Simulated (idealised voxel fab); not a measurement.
The following process module bears the name voxel fin reveal.
It is cross-section cut that appears here, measuring 290 nm in width, its square cells being 5 nm in size.
This document writes a cross-section as a grid whose cells are square, and gives it as bands, listed from the top down; one or more rows of cells form a band.
What a band's entry tells you: where the top is and where the bottom is, as heights in nm, and after that what lies inside, material by material from left to right, each with its width in nm. Empty space is written as the word "air", and a single material marked with the word "all across" occupies the band from edge to edge.
We count height from 0. Below that, the starting wafer is all one material. The lowest band never ends at the bottom but goes on down; see "top 0, no bottom" for how that is written.
A two-number width, for instance "30->40", indicates that the width is equal to the first number in the top row of the band and to the second number in the bottom row, and that it changes by a constant amount per row of cells.
"remained unchanged" means the step left every cell of the cross-section as it was.
"Unvented voids" - sealed voids, min. 8 cells, no opening to top; format: width x height at distance (distance from left edge; nm throughout).
On a step's line, text after the settings is the simulator commenting on that step.
overlay nm: mask offset rightward from planned place, masked step; negative means leftward offset.

List of planned process steps:
1) RECEIVE,material Si
2) CONFORMAL_DEP,material SiN,thk nm 5
3) DIRECTIONAL_DEP,material aC,thk nm 10
4) PATTERN,tone cover,mask id FINS,material resist,width nm 15,pitch nm 35,thk nm 30,overlay nm 0
5) DIRECTIONAL_ETCH,etch materials aC,depth nm 10
6) STRIP,etch materials resist
7) DIRECTIONAL_ETCH,etch materials SiN,depth nm 5
8) DIRECTIONAL_ETCH,etch materials Si,depth nm 30
9) STRIP,etch materials aC
10) OXIDIZE,depth nm 5
11) FILL_DEP,material SiO2,thk nm 15
12) CMP,height nm 5
13) SELECTIVE_ETCH,etch materials SiO2,depth nm 20
14) STRIP,etch materials SiN
15) CONFORMAL_DEP,material HfO2,thk nm 5

Wafer cross-section on receipt, i.e. after step 1:
	top 0, no bottom = Si all across
	Unvented voids: none

This is how the wafer looks in cross-section once the module is done, given the starting state and plan above and one mistake in carrying the plan out:
	top 0, bottom -15 = air (125); Si (5); air (30); Si (5); air (125)
	top -15, bottom -35 = SiO2 (125); Si (5); SiO2 (30); Si (5); SiO2 (125)
	top -35, no bottom = Si all across
	Unvented voids: none
Against the plan, the run slipped here: step 15 in the plan did not get run; it was skipped
